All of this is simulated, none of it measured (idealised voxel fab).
Herein follows the process module entitled voxel gate over fins.
Cross-sectional view cut (width: 295 nm; square cell size: 5 nm).
A cross-section in this document is a grid of square cells, and it is written down as bands, the top band listed before the ones below it; a band is made up of one or more rows of cells. What a band's entry tells you: where the top is and where the bottom is, as heights in nm, and after that what lies inside, material by material from left to right, each with its width in nm. Empty space is written as the word "air", and a single material marked with the word "full width" occupies the band from edge to edge. The level at which height equals 0 is the one under which the wafer, as it arrives, is entirely one material. No lower edge exists for the bottom band, which continues downward and is notated as in "0 -> down". Width spec "30 to 40" -> top row of cells at first value, bottom row at second value, equal per-row change in between. Step note "nothing different" = no cross-section cell changed. "Completely sealed voids" lists enclosed empty spaces (at least 8 cells, no open path upward to the top), each as width x height at distance from the left edge, in nm. Whatever follows a step's settings on its line is a remark the simulator itself makes about that step. Each step line may optionally specify "overlay nm", which for a step with a mask gives the rightward distance between the mask's planned place and where it lay, a negative value indicating the leftward direction.
## List of planned process steps
1: RECEIVE: material Si
2: CONFORMAL_DEP: material SiN, thk nm 10
3: PATTERN: tone cover, mask id FINS, material resist, width nm 15, pitch nm 45, thk nm 20, overlay nm 0
4: DIRECTIONAL_ETCH: etch materials SiN, depth nm 10
5: DIRECTIONAL_ETCH: etch materials Si, depth nm 40
6: STRIP: etch materials resist
7: OXIDIZE: depth nm 5
8: FILL_DEP: material SiO2, thk nm 15
9: CMP: height nm 10
10: SELECTIVE_ETCH: etch materials SiO2, depth nm 20
11: STRIP: etch materials SiN
12: CONFORMAL_DEP: material HfO2, thk nm 5
13: CONFORMAL_DEP: material TiN, thk nm 5
14: FILL_DEP: material W, thk nm 10
15: CMP: height nm 15
16: CONFORMAL_DEP: material SiN, thk nm 10
## as received, after step 1
> 0 -> down: Si full width
> Completely sealed voids: none
## Sectioned view, first of two wafers, at the close of the module, processed as intended in the plan
> 25 -> 15: SiN full width
> 15 -> 10: W full width
> 10 -> 5: 110 W  25 TiN  20 W  25 TiN  115 W
> 5 -> 0: 110 W  5 TiN  15 HfO2  5 TiN  20 W  5 TiN  15 HfO2  5 TiN  115 W
> 0 -> -5: 115 TiN  5 HfO2  5 Si  5 HfO2  30 TiN  5 HfO2  5 Si  5 HfO2  120 TiN
> -5 -> -10: 120 HfO2  5 Si  40 HfO2  5 Si  125 HfO2
> -10 -> -45: 120 SiO2  5 Si  40 SiO2  5 Si  125 SiO2
> -45 -> down: Si full width
> Completely sealed voids: none
## Second of two wafers, module complete, sectioned: it shares the first wafer's start and plan but was run with one mistake
> 25 -> 15: SiN full width
> 15 -> 10: W full width
> 10 -> 5: 120 TiN  5 W  40 TiN  5 W  125 TiN
> 5 -> 0: 115 HfO2  5 TiN  5 W  5 TiN  30 HfO2  5 TiN  5 W  5 TiN  120 HfO2
> 0 -> -5: 110 Si  5 HfO2  15 TiN  5 HfO2  20 Si  5 HfO2  15 TiN  5 HfO2  115 Si
> -5 -> -10: 110 Si  25 HfO2  20 Si  25 HfO2  115 Si
> -10 -> -45: 110 Si  25 SiO2  20 Si  25 SiO2  115 Si
> -45 -> down: Si full width
> Completely sealed voids: none
Short version of what went wrong: step 3 ran differently from the plan; actual operation with settings: PATTERN: tone open, mask id FINS, material resist, width nm 15, pitch nm 45, thk nm 20, overlay nm 0
Materials where the second wafer ends with more or fewer cells than the first: Si +423, SiO2 -329, W -94
